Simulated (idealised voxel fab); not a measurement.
Process module under the name voxel wiring stack
cross-section cut | 205 nm wide | cells 5 nm
In what follows, cross-sections appear as grids of square cells, described through bands that run from the top down, where every band is one or more rows of cells.
Band: top height; bottom height; in nm. Then, left to right: material with width in nm, for each material. "full width": a single material spanning edge to edge. "empty": empty space.
Ref level 0: as-received wafer is one material below here. Bottom band extends down with no lower bound ("0 down").
Think of "30 to 40" as a width that walks from the first number to the second as you go down the band, top row to bottom row, taking equal-sized steps from row to row.
No cell of the cross-section changed in a step that is given as "left unchanged".
Basically, "Closed internal voids" tells you about the enclosed voids: empty spaces with no open way to the top, 8 cells or bigger, each written width x height at distance, where distance is from the left edge, all in nm.
The remark found on a step's line after its settings is issued by the simulator itself and pertains to that step.
Steps that use a mask can have "overlay nm" on their line. It says how far the mask sat to the right of where it was meant to be. Negative means to the left.
Each pair of cross-sections that follows straddles one process step: the one shows the state before the step, the other the state after it, down to the lowest band that changed and no further. The step in question, and its settings, are given under the pair. Note that a pair is not necessarily a continuation of the pair above it, since pairs can come from different runs of this module on the same starting wafer; it is a continuation only where its entry headed "Status quo ante" says so.
## Status quo ante
    120 to 115 = SiCN full width
    115 to 100 = SiO2 (40), then TiN (5), then Ru (10), then TiN (5), then SiO2 (15), then TiN (5), then Ru (10), then TiN (5), then SiO2 (15), then TiN (5), then Ru (10), then TiN (5), then SiO2 (15), then TiN (5), then Ru (10), then TiN (5), then SiO2 (40)
    100 to 95 = SiO2 (40), then TiN (5), then Ru (5), then TiN (10), then SiO2 (15), then TiN (20), then SiO2 (15), then TiN (5), then Ru (5), then TiN (10), then SiO2 (15), then TiN (20), then SiO2 (40)
    95 to 80 = SiO2 (40), then TiN (5), then Ru (5), then TiN (5), then SiO2 (55), then TiN (5), then Ru (5), then TiN (5), then SiO2 (80)
    80 to 75 = SiCN (40), then TiN (15), then SiCN (55), then TiN (15), then SiCN (80)
    75 to 65 = lowk (40), then TiN (5), then Ru (10), then TiN (5), then lowk (15), then TiN (5), then Ru (10), then TiN (5), then lowk (15), then TiN (5), then Ru (10), then TiN (5), then lowk (15), then TiN (5), then Ru (10), then TiN (5), then lowk (40)
    65 to 60 = lowk (40), then TiN (5), then Ru (5), then TiN (10), then lowk (15), then TiN (20), then lowk (15), then TiN (5), then Ru (5), then TiN (10), then lowk (15), then TiN (20), then lowk (40)
    60 to 45 = lowk (40), then TiN (5), then Ru (5), then TiN (5), then lowk (55), then TiN (5), then Ru (5), then TiN (5), then lowk (80)
    45 to 40 = SiCN (40), then TiN (15), then SiCN (55), then TiN (15), then SiCN (80)
    40 to 25 = SiO2 (35), then SiN (5), then W (20), then SiN (5), then SiO2 (5), then SiN (5), then W (20), then SiN (5), then SiO2 (5), then SiN (5), then W (20), then SiN (5), then SiO2 (5), then SiN (5), then W (20), then SiN (5), then SiO2 (35)
    25 to 20 = SiN (40), then W (20), then SiN (15), then W (20), then SiN (15), then W (20), then SiN (15), then W (20), then SiN (40)
    20 to 5 = SiO2 full width
    5 to 0 = TiN full width
    0 down = Si full width
    Closed internal voids: none
## Post-Step Appearance
    155 to 120 = SiO2 full width
    No changes below 120.
    Closed internal voids: none
Upper to lower cross-section via DIRECTIONAL_DEP | material SiO2 | thk nm 35
Status quo ante: identical to the post-step cross-section of the immediately preceding pair.
## Post-Step Appearance
    165 to 155 = aC full width
    No changes below 155.
    Closed internal voids: none
Upper to lower cross-section via DIRECTIONAL_DEP | material aC | thk nm 10
Status quo ante: identical to the post-step cross-section of the immediately preceding pair.
## Post-Step Appearance
    190 to 165 = resist (40), then empty (20), then resist (15), then empty (20), then resist (15), then empty (20), then resist (15), then empty (20), then resist (40)
    No changes below 165.
    Closed internal voids: none
Upper to lower cross-section via PATTERN | tone open | mask id METAL_4 | material resist | width nm 20 | pitch nm 35 | thk nm 25 | overlay nm 0
Status quo ante: identical to the post-step cross-section of the immediately preceding pair.
## Post-Step Appearance
    180 to 165 = resist (40), then empty (20), then resist (15), then empty (20), then resist (15), then empty (20), then resist (15), then empty (20), then resist (40)
    165 to 155 = aC (40), then empty (20), then aC (15), then empty (20), then aC (15), then empty (20), then aC (15), then empty (20), then aC (40)
    No changes below 155.
    Closed internal voids: none
Upper to lower cross-section via DIRECTIONAL_ETCH | etch materials aC | depth nm 10
Status quo ante: identical to the post-step cross-section of the immediately preceding pair.
## Post-Step Appearance
    165 to 155 = aC (40), then empty (20), then aC (15), then empty (20), then aC (15), then empty (20), then aC (15), then empty (20), then aC (40)
    No changes below 155.
    Closed internal voids: none
Upper to lower cross-section via STRIP | etch materials resist
Status quo ante: identical to the post-step cross-section of the immediately preceding pair.
## Post-Step Appearance
    165 to 155 = aC (40), then empty (20), then aC (15), then empty (20), then aC (15), then empty (20), then aC (15), then empty (20), then aC (40)
    155 to 135 = SiO2 (40), then empty (20), then SiO2 (15), then empty (20), then SiO2 (15), then empty (20), then SiO2 (15), then empty (20), then SiO2 (40)
    No changes below 135.
    Closed internal voids: none
Upper to lower cross-section via DIRECTIONAL_ETCH | etch materials SiO2 | depth nm 20
Status quo ante: identical to the post-step cross-section of the immediately preceding pair.
## Post-Step Appearance
    155 to 135 = SiO2 (40), then empty (20), then SiO2 (15), then empty (20), then SiO2 (15), then empty (20), then SiO2 (15), then empty (20), then SiO2 (40)
    No changes below 135.
    Closed internal voids: none
Upper to lower cross-section via STRIP | etch materials aC
Status quo ante: identical to the post-step cross-section of the immediately preceding pair.
## Post-Step Appearance
    175 to 155 = resist (40), then empty (15), then resist (55), then empty (15), then resist (80)
    155 to 135 = SiO2 (40), then empty (15), then resist (5), then SiO2 (15), then resist (20), then SiO2 (15), then empty (15), then resist (5), then SiO2 (15), then resist (20), then SiO2 (40)
    No changes below 135.
    Closed internal voids: none
Upper to lower cross-section via PATTERN | tone open | mask id METAL_4_HOLES | material resist | width nm 15 | pitch nm 70 | thk nm 20 | overlay nm 0
Status quo ante: identical to the post-step cross-section of the immediately preceding pair.
## Post-Step Appearance
    175 to 155 = resist (40), then empty (15), then resist (55), then empty (15), then resist (80)
    155 to 135 = SiO2 (40), then empty (15), then resist (5), then SiO2 (15), then resist (20), then SiO2 (15), then empty (15), then resist (5), then SiO2 (15), then resist (20), then SiO2 (40)
    135 to 120 = SiO2 (40), then empty (15), then SiO2 (55), then empty (15), then SiO2 (80)
    No changes below 120.
    Closed internal voids: none
Upper to lower cross-section via DIRECTIONAL_ETCH | etch materials SiO2 | depth nm 15
Status quo ante: identical to the post-step cross-section of the immediately preceding pair.
## Post-Step Appearance
    175 to 155 = resist (40), then empty (15), then resist (55), then empty (15), then resist (80)
    155 to 135 = SiO2 (40), then empty (15), then resist (5), then SiO2 (15), then resist (20), then SiO2 (15), then empty (15), then resist (5), then SiO2 (15), then resist (20), then SiO2 (40)
    135 to 120 = SiO2 (40), then empty (15), then SiO2 (55), then empty (15), then SiO2 (80)
    120 to 115 = SiCN (40), then empty (15), then SiCN (55), then empty (15), then SiCN (80)
    No changes below 115.
    Closed internal voids: none
Upper to lower cross-section via DIRECTIONAL_ETCH | etch materials SiCN | depth nm 5
Status quo ante: identical to the post-step cross-section of the immediately preceding pair.
## Post-Step Appearance
    155 to 135 = SiO2 (40), then empty (20), then SiO2 (15), then empty (20), then SiO2 (15), then empty (20), then SiO2 (15), then empty (20), then SiO2 (40)
    No changes below 135.
    Closed internal voids: none
Upper to lower cross-section via STRIP | etch materials resist
Status quo ante: identical to the post-step cross-section of the immediately preceding pair.
## Post-Step Appearance
    160 to 155 = TiN (45), then empty (10), then TiN (25), then empty (10), then TiN (25), then empty (10), then TiN (25), then empty (10), then TiN (45)
    155 to 140 = SiO2 (40), then TiN (5), then empty (10), then TiN (5), then SiO2 (15), then TiN (5), then empty (10), then TiN (5), then SiO2 (15), then TiN (5), then empty (10), then TiN (5), then SiO2 (15), then TiN (5), then empty (10), then TiN (5), then SiO2 (40)
    140 to 135 = SiO2 (40), then TiN (5), then empty (5), then TiN (10), then SiO2 (15), then TiN (20), then SiO2 (15), then TiN (5), then empty (5), then TiN (10), then SiO2 (15), then TiN (20), then SiO2 (40)
    135 to 120 = SiO2 (40), then TiN (5), then empty (5), then TiN (5), then SiO2 (55), then TiN (5), then empty (5), then TiN (5), then SiO2 (80)
    120 to 115 = SiCN (40), then TiN (15), then SiCN (55), then TiN (15), then SiCN (80)
    No changes below 115.
    Closed internal voids: none
Upper to lower cross-section via CONFORMAL_DEP | material TiN | thk nm 5
Status quo ante: identical to the post-step cross-section of the immediately preceding pair.
## Post-Step Appearance
    170 to 160 = Cu full width
    160 to 155 = TiN (45), then Cu (10), then TiN (25), then Cu (10), then TiN (25), then Cu (10), then TiN (25), then Cu (10), then TiN (45)
    155 to 140 = SiO2 (40), then TiN (5), then Cu (10), then TiN (5), then SiO2 (15), then TiN (5), then Cu (10), then TiN (5), then SiO2 (15), then TiN (5), then Cu (10), then TiN (5), then SiO2 (15), then TiN (5), then Cu (10), then TiN (5), then SiO2 (40)
    140 to 135 = SiO2 (40), then TiN (5), then Cu (5), then TiN (10), then SiO2 (15), then TiN (20), then SiO2 (15), then TiN (5), then Cu (5), then TiN (10), then SiO2 (15), then TiN (20), then SiO2 (40)
    135 to 120 = SiO2 (40), then TiN (5), then Cu (5), then TiN (5), then SiO2 (55), then TiN (5), then Cu (5), then TiN (5), then SiO2 (80)
    No changes below 120.
    Closed internal voids: none
Upper to lower cross-section via FILL_DEP | material Cu | thk nm 10
Status quo ante: identical to the post-step cross-section of the immediately preceding pair.
## Post-Step Appearance
    155 to 140 = SiO2 (40), then TiN (5), then Cu (10), then TiN (5), then SiO2 (15), then TiN (5), then Cu (10), then TiN (5), then SiO2 (15), then TiN (5), then Cu (10), then TiN (5), then SiO2 (15), then TiN (5), then Cu (10), then TiN (5), then SiO2 (40)
    No changes below 140.
    Closed internal voids: none
Upper to lower cross-section via CMP | height nm 155
Status quo ante: identical to the post-step cross-section of the immediately preceding pair.
## Post-Step Appearance
    160 to 155 = SiCN full width
    No changes below 155.
    Closed internal voids: none
Upper to lower cross-section via CONFORMAL_DEP | material SiCN | thk nm 5
## Status quo ante
    95 to 75 = resist (40), then empty (20), then resist (15), then empty (20), then resist (15), then empty (20), then resist (15), then empty (20), then resist (40)
    75 to 45 = lowk (40), then empty (15), then lowk (55), then empty (15), then lowk (80)
    45 to 40 = SiCN full width
    40 to 20 = SiO2 (35), then SiN (5), then W (20), then SiN (5), then SiO2 (5), then SiN (5), then W (20), then SiN (5), then SiO2 (5), then SiN (5), then W (20), then SiN (5), then SiO2 (5), then SiN (5), then W (20), then SiN (5), then SiO2 (35)
    20 to 15 = SiN (40), then TiN (20), then SiN (15), then TiN (20), then SiN (15), then TiN (20), then SiN (15), then TiN (20), then SiN (40)
    15 to 0 = SiO2 full width
    0 down = Si full width
    Closed internal voids: none
## Post-Step Appearance
    95 to 75 = resist (40), then empty (20), then resist (15), then empty (20), then resist (15), then empty (20), then resist (15), then empty (20), then resist (40)
    75 to 55 = lowk (40), then empty (20), then lowk (15), then empty (20), then lowk (15), then empty (20), then lowk (15), then empty (20), then lowk (40)
    No changes below 55.
    Closed internal voids: none
Upper to lower cross-section via DIRECTIONAL_ETCH | etch materials lowk | depth nm 20
Status quo ante: identical to the post-step cross-section of the immediately preceding pair.
## Post-Step Appearance
    95 to 75 = resist (40), then empty (20), then resist (15), then empty (20), then resist (15), then empty (20), then resist (15), then empty (20), then resist (40)
    75 to 55 = lowk (40), then empty (20), then lowk (15), then empty (20), then lowk (15), then empty (20), then lowk (15), then empty (20), then lowk (40)
    55 to 45 = lowk (40), then empty (15), then lowk (55), then empty (15), then lowk (80)
    45 to 40 = SiCN (40), then empty (15), then SiCN (55), then empty (15), then SiCN (80)
    No changes below 40.
    Closed internal voids: none
Upper to lower cross-section via DIRECTIONAL_ETCH | etch materials SiCN | depth nm 5
Status quo ante: identical to the post-step cross-section of the immediately preceding pair.
## Post-Step Appearance
    75 to 55 = lowk (40), then empty (20), then lowk (15), then empty (20), then lowk (15), then empty (20), then lowk (15), then empty (20), then lowk (40)
    No changes below 55.
    Closed internal voids: none
Upper to lower cross-section via STRIP | etch materials resist
Status quo ante: identical to the post-step cross-section of the immediately preceding pair.
## Post-Step Appearance
    80 to 75 = TiN (45), then empty (10), then TiN (25), then empty (10), then TiN (25), then empty (10), then TiN (25), then empty (10), then TiN (45)
    75 to 60 = lowk (40), then TiN (5), then empty (10), then TiN (5), then lowk (15), then TiN (5), then empty (10), then TiN (5), then lowk (15), then TiN (5), then empty (10), then TiN (5), then lowk (15), then TiN (5), then empty (10), then TiN (5), then lowk (40)
    60 to 55 = lowk (40), then TiN (5), then empty (5), then TiN (10), then lowk (15), then TiN (20), then lowk (15), then TiN (5), then empty (5), then TiN (10), then lowk (15), then TiN (20), then lowk (40)
    55 to 45 = lowk (40), then TiN (5), then empty (5), then TiN (5), then lowk (55), then TiN (5), then empty (5), then TiN (5), then lowk (80)
    45 to 40 = SiCN (40), then TiN (15), then SiCN (55), then TiN (15), then SiCN (80)
    No changes below 40.
    Closed internal voids: none
Upper to lower cross-section via CONFORMAL_DEP | material TiN | thk nm 5
Status quo ante: identical to the post-step cross-section of the immediately preceding pair.
## Post-Step Appearance
    85 to 80 = Ru full width
    80 to 75 = TiN (45), then Ru (10), then TiN (25), then Ru (10), then TiN (25), then Ru (10), then TiN (25), then Ru (10), then TiN (45)
    75 to 60 = lowk (40), then TiN (5), then Ru (10), then TiN (5), then lowk (15), then TiN (5), then Ru (10), then TiN (5), then lowk (15), then TiN (5), then Ru (10), then TiN (5), then lowk (15), then TiN (5), then Ru (10), then TiN (5), then lowk (40)
    60 to 55 = lowk (40), then TiN (5), then Ru (5), then TiN (10), then lowk (15), then TiN (20), then lowk (15), then TiN (5), then Ru (5), then TiN (10), then lowk (15), then TiN (20), then lowk (40)
    55 to 45 = lowk (40), then TiN (5), then Ru (5), then TiN (5), then lowk (55), then TiN (5), then Ru (5), then TiN (5), then lowk (80)
    No changes below 45.
    Closed internal voids: none
Upper to lower cross-section via FILL_DEP | material Ru | thk nm 5
Status quo ante: identical to the post-step cross-section of the immediately preceding pair.
## Post-Step Appearance
    75 to 60 = lowk (40), then TiN (5), then Ru (10), then TiN (5), then lowk (15), then TiN (5), then Ru (10), then TiN (5), then lowk (15), then TiN (5), then Ru (10), then TiN (5), then lowk (15), then TiN (5), then Ru (10), then TiN (5), then lowk (40)
    No changes below 60.
    Closed internal voids: none
Upper to lower cross-section via CMP | height nm 75
Status quo ante: identical to the post-step cross-section of the immediately preceding pair.
## Post-Step Appearance
    80 to 75 = SiCN full width
    No changes below 75.
    Closed internal voids: none
Upper to lower cross-section via CONFORMAL_DEP | material SiCN | thk nm 5
Status quo ante: identical to the post-step cross-section of the immediately preceding pair.
## Post-Step Appearance
    115 to 80 = SiO2 full width
    No changes below 80.
    Closed internal voids: none
Upper to lower cross-section via DIRECTIONAL_DEP | material SiO2 | thk nm 35
Status quo ante: identical to the post-step cross-section of the immediately preceding pair.
## Post-Step Appearance
    130 to 115 = aC full width
    No changes below 115.
    Closed internal voids: none
Upper to lower cross-section via DIRECTIONAL_DEP | material aC | thk nm 15
Status quo ante: identical to the post-step cross-section of the immediately preceding pair.
## Post-Step Appearance
    160 to 130 = resist (40), then empty (20), then resist (15), then empty (20), then resist (15), then empty (20), then resist (15), then empty (20), then resist (40)
    No changes below 130.
    Closed internal voids: none
Upper to lower cross-section via PATTERN | tone open | mask id METAL_3 | material resist | width nm 20 | pitch nm 35 | thk nm 30 | overlay nm 0
Status quo ante: identical to the post-step cross-section of the immediately preceding pair.
## Post-Step Appearance
    145 to 130 = resist (40), then empty (20), then resist (15), then empty (20), then resist (15), then empty (20), then resist (15), then empty (20), then resist (40)
    130 to 115 = aC (40), then empty (20), then aC (15), then empty (20), then aC (15), then empty (20), then aC (15), then empty (20), then aC (40)
    No changes below 115.
    Closed internal voids: none
Upper to lower cross-section via DIRECTIONAL_ETCH | etch materials aC | depth nm 15
Status quo ante: identical to the post-step cross-section of the immediately preceding pair.
## Post-Step Appearance
    130 to 115 = aC (40), then empty (20), then aC (15), then empty (20), then aC (15), then empty (20), then aC (15), then empty (20), then aC (40)
    No changes below 115.
    Closed internal voids: none
Upper to lower cross-section via STRIP | etch materials resist
Status quo ante: identical to the post-step cross-section of the immediately preceding pair.
## Post-Step Appearance
    130 to 115 = aC (40), then empty (20), then aC (15), then empty (20), then aC (15), then empty (20), then aC (15), then empty (20), then aC (40)
    115 to 95 = SiO2 (40), then empty (20), then SiO2 (15), then empty (20), then SiO2 (15), then empty (20), then SiO2 (15), then empty (20), then SiO2 (40)
    No changes below 95.
    Closed internal voids: none
Upper to lower cross-section via DIRECTIONAL_ETCH | etch materials SiO2 | depth nm 20
Status quo ante: identical to the post-step cross-section of the immediately preceding pair.
## Post-Step Appearance
    115 to 95 = SiO2 (40), then empty (20), then SiO2 (15), then empty (20), then SiO2 (15), then empty (20), then SiO2 (15), then empty (20), then SiO2 (40)
    No changes below 95.
    Closed internal voids: none
Upper to lower cross-section via STRIP | etch materials aC
Status quo ante: identical to the post-step cross-section of the immediately preceding pair.
## Post-Step Appearance
    115 to 95 = SiO2 (40), then empty (20), then SiO2 (15), then empty (20), then SiO2 (15), then empty (20), then SiO2 (15), then empty (20), then SiO2 (40)
    95 to 80 = SiO2 (40), then empty (15), then SiO2 (55), then empty (15), then SiO2 (80)
    No changes below 80.
    Closed internal voids: none
Upper to lower cross-section via MASKED_ETCH | tone open | mask id METAL_3_HOLES | width nm 15 | pitch nm 70 | etch materials SiO2 | depth nm 15 | overlay nm 0
Status quo ante: identical to the post-step cross-section of the immediately preceding pair.
## Post-Step Appearance
    115 to 95 = SiO2 (40), then empty (20), then SiO2 (15), then empty (20), then SiO2 (15), then empty (20), then SiO2 (15), then empty (20), then SiO2 (40)
    95 to 80 = SiO2 (40), then empty (15), then SiO2 (55), then empty (15), then SiO2 (80)
    80 to 75 = SiCN (40), then empty (15), then SiCN (55), then empty (15), then SiCN (80)
    No changes below 75.
    Closed internal voids: none
Upper to lower cross-section via MASKED_ETCH | tone open | mask id METAL_3_HOLES | width nm 15 | pitch nm 70 | etch materials SiCN | depth nm 5 | overlay nm 0
Status quo ante: identical to the post-step cross-section of the immediately preceding pair.
## Post-Step Appearance
    120 to 115 = TiN (45), then empty (10), then TiN (25), then empty (10), then TiN (25), then empty (10), then TiN (25), then empty (10), then TiN (45)
    115 to 100 = SiO2 (40), then TiN (5), then empty (10), then TiN (5), then SiO2 (15), then TiN (5), then empty (10), then TiN (5), then SiO2 (15), then TiN (5), then empty (10), then TiN (5), then SiO2 (15), then TiN (5), then empty (10), then TiN (5), then SiO2 (40)
    100 to 95 = SiO2 (40), then TiN (5), then empty (5), then TiN (10), then SiO2 (15), then TiN (20), then SiO2 (15), then TiN (5), then empty (5), then TiN (10), then SiO2 (15), then TiN (20), then SiO2 (40)
    95 to 80 = SiO2 (40), then TiN (5), then empty (5), then TiN (5), then SiO2 (55), then TiN (5), then empty (5), then TiN (5), then SiO2 (80)
    80 to 75 = SiCN (40), then TiN (15), then SiCN (55), then TiN (15), then SiCN (80)
    No changes below 75.
    Closed internal voids: none
Upper to lower cross-section via CONFORMAL_DEP | material TiN | thk nm 5
Status quo ante: identical to the post-step cross-section of the immediately preceding pair.
## Post-Step Appearance
    125 to 120 = Ru full width
    120 to 115 = TiN (45), then Ru (10), then TiN (25), then Ru (10), then TiN (25), then Ru (10), then TiN (25), then Ru (10), then TiN (45)
    115 to 100 = SiO2 (40), then TiN (5), then Ru (10), then TiN (5), then SiO2 (15), then TiN (5), then Ru (10), then TiN (5), then SiO2 (15), then TiN (5), then Ru (10), then TiN (5), then SiO2 (15), then TiN (5), then Ru (10), then TiN (5), then SiO2 (40)
    100 to 95 = SiO2 (40), then TiN (5), then Ru (5), then TiN (10), then SiO2 (15), then TiN (20), then SiO2 (15), then TiN (5), then Ru (5), then TiN (10), then SiO2 (15), then TiN (20), then SiO2 (40)
    95 to 80 = SiO2 (40), then TiN (5), then Ru (5), then TiN (5), then SiO2 (55), then TiN (5), then Ru (5), then TiN (5), then SiO2 (80)
    No changes below 80.
    Closed internal voids: none
Upper to lower cross-section via FILL_DEP | material Ru | thk nm 5
Status quo ante: identical to the post-step cross-section of the immediately preceding pair.
## Post-Step Appearance
    115 to 100 = SiO2 (40), then TiN (5), then Ru (10), then TiN (5), then SiO2 (15), then TiN (5), then Ru (10), then TiN (5), then SiO2 (15), then TiN (5), then Ru (10), then TiN (5), then SiO2 (15), then TiN (5), then Ru (10), then TiN (5), then SiO2 (40)
    No changes below 100.
    Closed internal voids: none
Upper to lower cross-section via CMP | height nm 115
Status quo ante: identical to the post-step cross-section of the immediately preceding pair.
## Post-Step Appearance
    120 to 115 = SiCN full width
    No changes below 115.
    Closed internal voids: none
Upper to lower cross-section via CONFORMAL_DEP | material SiCN | thk nm 5
Status quo ante: identical to the post-step cross-section of the immediately preceding pair.
## Post-Step Appearance
    155 to 120 = SiO2 full width
    No changes below 120.
    Closed internal voids: none
Upper to lower cross-section via DIRECTIONAL_DEP | material SiO2 | thk nm 35
Status quo ante: identical to the post-step cross-section of the immediately preceding pair.
## Post-Step Appearance
    165 to 155 = aC full width
    No changes below 155.
    Closed internal voids: none
Upper to lower cross-section via DIRECTIONAL_DEP | material aC | thk nm 10
Status quo ante: identical to the post-step cross-section of the immediately preceding pair.
## Post-Step Appearance
    190 to 165 = resist (40), then empty (20), then resist (15), then empty (20), then resist (15), then empty (20), then resist (15), then empty (20), then resist (40)
    No changes below 165.
    Closed internal voids: none
Upper to lower cross-section via PATTERN | tone open | mask id METAL_4 | material resist | width nm 20 | pitch nm 35 | thk nm 25 | overlay nm 0
Status quo ante: identical to the post-step cross-section of the immediately preceding pair.
## Post-Step Appearance
    180 to 165 = resist (40), then empty (20), then resist (15), then empty (20), then resist (15), then empty (20), then resist (15), then empty (20), then resist (40)
    165 to 155 = aC (40), then empty (20), then aC (15), then empty (20), then aC (15), then empty (20), then aC (15), then empty (20), then aC (40)
    No changes below 155.
    Closed internal voids: none
Upper to lower cross-section via DIRECTIONAL_ETCH | etch materials aC | depth nm 10
Status quo ante: identical to the post-step cross-section of the immediately preceding pair.
## Post-Step Appearance
    165 to 155 = aC (40), then empty (20), then aC (15), then empty (20), then aC (15), then empty (20), then aC (15), then empty (20), then aC (40)
    No changes below 155.
    Closed internal voids: none
Upper to lower cross-section via STRIP | etch materials resist
Status quo ante: identical to the post-step cross-section of the immediately preceding pair.
## Post-Step Appearance
    165 to 155 = aC (40), then empty (20), then aC (15), then empty (20), then aC (15), then empty (20), then aC (15), then empty (20), then aC (40)
    155 to 135 = SiO2 (40), then empty (20), then SiO2 (15), then empty (20), then SiO2 (15), then empty (20), then SiO2 (15), then empty (20), then SiO2 (40)
    No changes below 135.
    Closed internal voids: none
Upper to lower cross-section via DIRECTIONAL_ETCH | etch materials SiO2 | depth nm 20
Status quo ante: identical to the post-step cross-section of the immediately preceding pair.
## Post-Step Appearance
    155 to 135 = SiO2 (40), then empty (20), then SiO2 (15), then empty (20), then SiO2 (15), then empty (20), then SiO2 (15), then empty (20), then SiO2 (40)
    No changes below 135.
    Closed internal voids: none
Upper to lower cross-section via STRIP | etch materials aC
Status quo ante: identical to the post-step cross-section of the immediately preceding pair.
## Post-Step Appearance
    175 to 155 = resist (40), then empty (15), then resist (55), then empty (15), then resist (80)
    155 to 135 = SiO2 (40), then empty (15), then resist (5), then SiO2 (15), then resist (20), then SiO2 (15), then empty (15), then resist (5), then SiO2 (15), then resist (20), then SiO2 (40)
    No changes below 135.
    Closed internal voids: none
Upper to lower cross-section via PATTERN | tone open | mask id METAL_4_HOLES | material resist | width nm 15 | pitch nm 70 | thk nm 20 | overlay nm 0
Status quo ante: identical to the post-step cross-section of the immediately preceding pair.
## Post-Step Appearance
    175 to 155 = resist (40), then empty (15), then resist (55), then empty (15), then resist (80)
    155 to 135 = SiO2 (40), then empty (15), then resist (5), then SiO2 (15), then resist (20), then SiO2 (15), then empty (15), then resist (5), then SiO2 (15), then resist (20), then SiO2 (40)
    135 to 120 = SiO2 (40), then empty (15), then SiO2 (55), then empty (15), then SiO2 (80)
    No changes below 120.
    Closed internal voids: none
Upper to lower cross-section via DIRECTIONAL_ETCH | etch materials SiO2 | depth nm 15
Status quo ante: identical to the post-step cross-section of the immediately preceding pair.
## Post-Step Appearance
    175 to 155 = resist (40), then empty (15), then resist (55), then empty (15), then resist (80)
    155 to 135 = SiO2 (40), then empty (15), then resist (5), then SiO2 (15), then resist (20), then SiO2 (15), then empty (15), then resist (5), then SiO2 (15), then resist (20), then SiO2 (40)
    135 to 120 = SiO2 (40), then empty (15), then SiO2 (55), then empty (15), then SiO2 (80)
    120 to 115 = SiCN (40), then empty (15), then SiCN (55), then empty (15), then SiCN (80)
    No changes below 115.
    Closed internal voids: none
Upper to lower cross-section via DIRECTIONAL_ETCH | etch materials SiCN | depth nm 5
Status quo ante: identical to the post-step cross-section of the immediately preceding pair.
## Post-Step Appearance
    155 to 135 = SiO2 (40), then empty (20), then SiO2 (15), then empty (20), then SiO2 (15), then empty (20), then SiO2 (15), then empty (20), then SiO2 (40)
    No changes below 135.
    Closed internal voids: none
Upper to lower cross-section via STRIP | etch materials resist
Status quo ante: identical to the post-step cross-section of the immediately preceding pair.
## Post-Step Appearance
    160 to 155 = TiN (45), then empty (10), then TiN (25), then empty (10), then TiN (25), then empty (10), then TiN (25), then empty (10), then TiN (45)
    155 to 140 = SiO2 (40), then TiN (5), then empty (10), then TiN (5), then SiO2 (15), then TiN (5), then empty (10), then TiN (5), then SiO2 (15), then TiN (5), then empty (10), then TiN (5), then SiO2 (15), then TiN (5), then empty (10), then TiN (5), then SiO2 (40)
    140 to 135 = SiO2 (40), then TiN (5), then empty (5), then TiN (10), then SiO2 (15), then TiN (20), then SiO2 (15), then TiN (5), then empty (5), then TiN (10), then SiO2 (15), then TiN (20), then SiO2 (40)
    135 to 120 = SiO2 (40), then TiN (5), then empty (5), then TiN (5), then SiO2 (55), then TiN (5), then empty (5), then TiN (5), then SiO2 (80)
    120 to 115 = SiCN (40), then TiN (15), then SiCN (55), then TiN (15), then SiCN (80)
    No changes below 115.
    Closed internal voids: none
Upper to lower cross-section via CONFORMAL_DEP | material TiN | thk nm 5
Status quo ante: identical to the post-step cross-section of the immediately preceding pair.
## Post-Step Appearance
    170 to 160 = Cu full width
    160 to 155 = TiN (45), then Cu (10), then TiN (25), then Cu (10), then TiN (25), then Cu (10), then TiN (25), then Cu (10), then TiN (45)
    155 to 140 = SiO2 (40), then TiN (5), then Cu (10), then TiN (5), then SiO2 (15), then TiN (5), then Cu (10), then TiN (5), then SiO2 (15), then TiN (5), then Cu (10), then TiN (5), then SiO2 (15), then TiN (5), then Cu (10), then TiN (5), then SiO2 (40)
    140 to 135 = SiO2 (40), then TiN (5), then Cu (5), then TiN (10), then SiO2 (15), then TiN (20), then SiO2 (15), then TiN (5), then Cu (5), then TiN (10), then SiO2 (15), then TiN (20), then SiO2 (40)
    135 to 120 = SiO2 (40), then TiN (5), then Cu (5), then TiN (5), then SiO2 (55), then TiN (5), then Cu (5), then TiN (5), then SiO2 (80)
    No changes below 120.
    Closed internal voids: none
Upper to lower cross-section via FILL_DEP | material Cu | thk nm 10
Status quo ante: identical to the post-step cross-section of the immediately preceding pair.
## Post-Step Appearance
    155 to 140 = SiO2 (40), then TiN (5), then Cu (10), then TiN (5), then SiO2 (15), then TiN (5), then Cu (10), then TiN (5), then SiO2 (15), then TiN (5), then Cu (10), then TiN (5), then SiO2 (15), then TiN (5), then Cu (10), then TiN (5), then SiO2 (40)
    No changes below 140.
    Closed internal voids: none
Upper to lower cross-section via CMP | height nm 155
Status quo ante: identical to the post-step cross-section of the immediately preceding pair.
## Post-Step Appearance
    160 to 155 = SiCN full width
    No changes below 155.
    Closed internal voids: none
Upper to lower cross-section via CONFORMAL_DEP | material SiCN | thk nm 5
## Status quo ante
    165 to 155 = aC full width
    155 to 120 = SiO2 full width
    120 to 115 = SiCN full width
    115 to 100 = SiO2 (40), then TiN (5), then Ru (10), then TiN (5), then SiO2 (15), then TiN (5), then Ru (10), then TiN (5), then SiO2 (15), then TiN (5), then Ru (10), then TiN (5), then SiO2 (15), then TiN (5), then Ru (10), then TiN (5), then SiO2 (40)
    100 to 95 = SiO2 (40), then TiN (5), then Ru (5), then TiN (10), then SiO2 (15), then TiN (20), then SiO2 (15), then TiN (5), then Ru (5), then TiN (10), then SiO2 (15), then TiN (20), then SiO2 (40)
    95 to 80 = SiO2 (40), then TiN (5), then Ru (5), then TiN (5), then SiO2 (55), then TiN (5), then Ru (5), then TiN (5), then SiO2 (80)
    80 to 75 = SiCN (40), then TiN (15), then SiCN (55), then TiN (15), then SiCN (80)
    75 to 65 = lowk (40), then TiN (5), then Ru (10), then TiN (5), then lowk (15), then TiN (5), then Ru (10), then TiN (5), then lowk (15), then TiN (5), then Ru (10), then TiN (5), then lowk (15), then TiN (5), then Ru (10), then TiN (5), then lowk (40)
    65 to 60 = lowk (40), then TiN (5), then Ru (5), then TiN (10), then lowk (15), then TiN (20), then lowk (15), then TiN (5), then Ru (5), then TiN (10), then lowk (15), then TiN (20), then lowk (40)
    60 to 45 = lowk (40), then TiN (5), then Ru (5), then TiN (5), then lowk (55), then TiN (5), then Ru (5), then TiN (5), then lowk (80)
    45 to 40 = SiCN (40), then TiN (15), then SiCN (55), then TiN (15), then SiCN (80)
    40 to 20 = SiO2 (35), then SiN (5), then W (20), then SiN (5), then SiO2 (5), then SiN (5), then W (20), then SiN (5), then SiO2 (5), then SiN (5), then W (20), then SiN (5), then SiO2 (5), then SiN (5), then W (20), then SiN (5), then SiO2 (35)
    20 to 15 = SiN (40), then TiN (20), then SiN (15), then TiN (20), then SiN (15), then TiN (20), then SiN (15), then TiN (20), then SiN (40)
    15 to 0 = SiO2 full width
    0 down = Si full width
    Closed internal voids: none
## Post-Step Appearance
    190 to 165 = resist (45), then empty (15), then resist (20), then empty (15), then resist (20), then empty (15), then resist (20), then empty (15), then resist (40)
    No changes below 165.
    Closed internal voids: none
Upper to lower cross-section via PATTERN | tone open | mask id METAL_4 | material resist | width nm 15 | pitch nm 35 | thk nm 25 | overlay nm 0
